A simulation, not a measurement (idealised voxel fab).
This is a process module. Its name is voxel tone inversion.
Square cell edge 5 nm, section width 230 nm, ID cut.
Cross-section spec: square-cell grid; bands listed top down; each band is one or more rows. It is stipulated that each band's entry specify, in nanometres, the height of the top of the band and then that of its bottom, followed by the materials of the band in left-to-right sequence, each together with its width in nanometres. A single material marked by the word "all across" is understood to fill the band from edge to edge; the word "air" is understood to denote empty space. It should be noted that heights are counted from 0, beneath which the wafer as supplied is of one material throughout, and that the lowest band possesses no lower boundary but continues downward, as written in "0..down". Read "30->40" as a graded width: first number on top, second number at the bottom, same change between each pair of neighbouring rows. Reading "changes: none" for a step: not a cell of the cross-section changed in it. "Cavities, closed" means: voids of 8 cells or more that are shut off from the top with no open way through. Written width x height at distance, distance from the left edge, in nm. It should be noted that, on the line of a given step, the content following the step's settings is a remark produced by the simulator itself with respect to that step. The optional step-line setting "overlay nm" applies to steps with a mask and quantifies how far to the right of its planned location the mask lay, a negative value indicating leftward placement.

-- Planned step list for the process
1) RECEIVE | material Si
2) CONFORMAL_DEP | material SiN | thk nm 5
3) DIRECTIONAL_DEP | material aC | thk nm 15
4) PATTERN | tone cover | mask id POSTS | material resist | width nm 25 | pitch nm 40 | thk nm 20 | overlay nm 0
5) DIRECTIONAL_ETCH | etch materials aC | depth nm 15
6) STRIP | etch materials resist
7) FILL_DEP | material lowk | thk nm 10
8) CMP | height nm 20
9) STRIP | etch materials aC
10) CONFORMAL_DEP | material TiN | thk nm 5
11) FILL_DEP | material Ru | thk nm 5
12) CMP | height nm 20
13) CONFORMAL_DEP | material SiN | thk nm 5

-- Cross-section of the wafer upon arrival, representing the state reached after step 1
* 0..down: Si all across
* Cavities, closed: none

-- Post-module cross-section: identical start and plan to those above, one misstep in execution
* 25..20: SiN all across
* 20..15: lowk all across
* 15..0: lowk=80; aC=25; lowk=15; aC=25; lowk=85
* 0..down: Si all across
* Cavities, closed: none
What broke from the plan during processing? plan step 2: skipped, not run
